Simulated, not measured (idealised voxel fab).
process module | voxel double patterning
cross-section cut | 265 nm wide | cells 5 nm
A cross-section is a grid of square cells, given in bands from the top down. A band is one or more rows of cells.
Each band's line starts with the height of the band's top and of its bottom, in nm. Then come its materials from left to right, each with its width in nm. One material with "throughout" fills the band from edge to edge. "air" is empty space.
Height 0 is the level under which the wafer as received is all one material. The lowest band goes on downwards, as in "0 down".
A width such as "30 to 40" changes by the same amount from each row of cells to the next, from the band's top row to its bottom row.
"no change" after a step means that no cell of the cross-section changed.
closed voids: empty space of 8 cells or more with no open way to the top, each as width x height at its distance from the left edge, in nm
after a step's settings: what the simulator itself notes on the step
overlay nm, on a step with a mask: how far to the right of its planned place the mask lay; to the left if negative
plan
1 op RECEIVE | material Si
2 op CONFORMAL_DEP | material SiO2 | thk nm 5
3 op DIRECTIONAL_DEP | material TiN | thk nm 15
4 op DIRECTIONAL_DEP | material SiN | thk nm 5
5 op MASKED_ETCH | tone open | mask id FIRST | width nm 15 | pitch nm 50 | etch materials SiN | depth nm 5 | overlay nm 0
6 op PATTERN | tone open | mask id SECOND | material resist | width nm 15 | pitch nm 50 | thk nm 15 | overlay nm 0
7 op DIRECTIONAL_ETCH | etch materials SiN | depth nm 5
8 op STRIP | etch materials resist
9 op DIRECTIONAL_ETCH | etch materials TiN | depth nm 5
10 op STRIP | etch materials SiN
varied across the wafers: depth nm of step 9. The plan shows the first wafer's value. All wafers start alike
first wafer as received, after step 1
  0 down: Si throughout
  closed voids: none
each wafer at the end: cells of each material gained (+) or lost (-) since it was received, then its closed voids
depth nm 5 | +53 SiO2 | +144 TiN | closed voids: none
depth nm 10 | +53 SiO2 | +129 TiN | closed voids: none
depth nm 15 | +53 SiO2 | +114 TiN | closed voids: none
depth nm 20 | +53 SiO2 | +114 TiN | closed voids: none
depth nm 25 | +53 SiO2 | +114 TiN | closed voids: none
depth nm 30 | +53 SiO2 | +114 TiN | closed voids: none
